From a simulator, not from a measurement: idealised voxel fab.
process module | voxel trench capacitor
cross-section cut | 160 nm wide | cells 5 nm
A cross-section is a grid of square cells, given in bands from the top down. A band is one or more rows of cells.
Each band's line starts with the height of the band's top and of its bottom, in nm. Then come its materials from left to right, each with its width in nm. One material with "throughout" fills the band from edge to edge. "air" is empty space.
Height 0 is the level under which the wafer as received is all one material. The lowest band goes on downwards, as in "0 down".
A width such as "30 to 40" changes by the same amount from each row of cells to the next, from the band's top row to its bottom row.
"no change" after a step means that no cell of the cross-section changed.
closed voids: empty space of 8 cells or more with no open way to the top, each as width x height at its distance from the left edge, in nm
after a step's settings: what the simulator itself notes on the step
overlay nm, on a step with a mask: how far to the right of its planned place the mask lay; to the left if negative
plan
1 op RECEIVE | material Si
2 op CONFORMAL_DEP | material SiN | thk nm 10
3 op MASKED_ETCH | tone open | mask id TRENCH | width nm 30 | pitch nm 45 | etch materials SiN | depth nm 10 | overlay nm 0
4 op MASKED_ETCH | tone open | mask id TRENCH | width nm 30 | pitch nm 45 | etch materials Si | depth nm 40 | overlay nm 0
5 op CONFORMAL_DEP | material Al2O3 | thk nm 5
6 op CONFORMAL_DEP | material TiN | thk nm 5
7 op FILL_DEP | material W | thk nm 5
8 op CMP | height nm 10
as received, after step 1
  0 down: Si throughout
  closed voids: none
a wafer at the end: this start, this plan, one mistake
  10 to 0: SiN 40 | TiN 5 | Al2O3 5 | W 10 | Al2O3 5 | TiN 5 | SiN 15 | TiN 5 | Al2O3 5 | W 10 | Al2O3 5 | TiN 5 | SiN 45
  0 to -30: Si 40 | TiN 5 | Al2O3 5 | W 10 | Al2O3 5 | TiN 5 | Si 15 | TiN 5 | Al2O3 5 | W 10 | Al2O3 5 | TiN 5 | Si 45
  -30 to -35: Si 40 | TiN 5 | Al2O3 20 | TiN 5 | Si 15 | TiN 5 | Al2O3 20 | TiN 5 | Si 45
  -35 to -40: Si 40 | TiN 30 | Si 15 | TiN 30 | Si 45
  -40 down: Si throughout
  closed voids: none
what went wrong: steps 5 and 6 were swapped
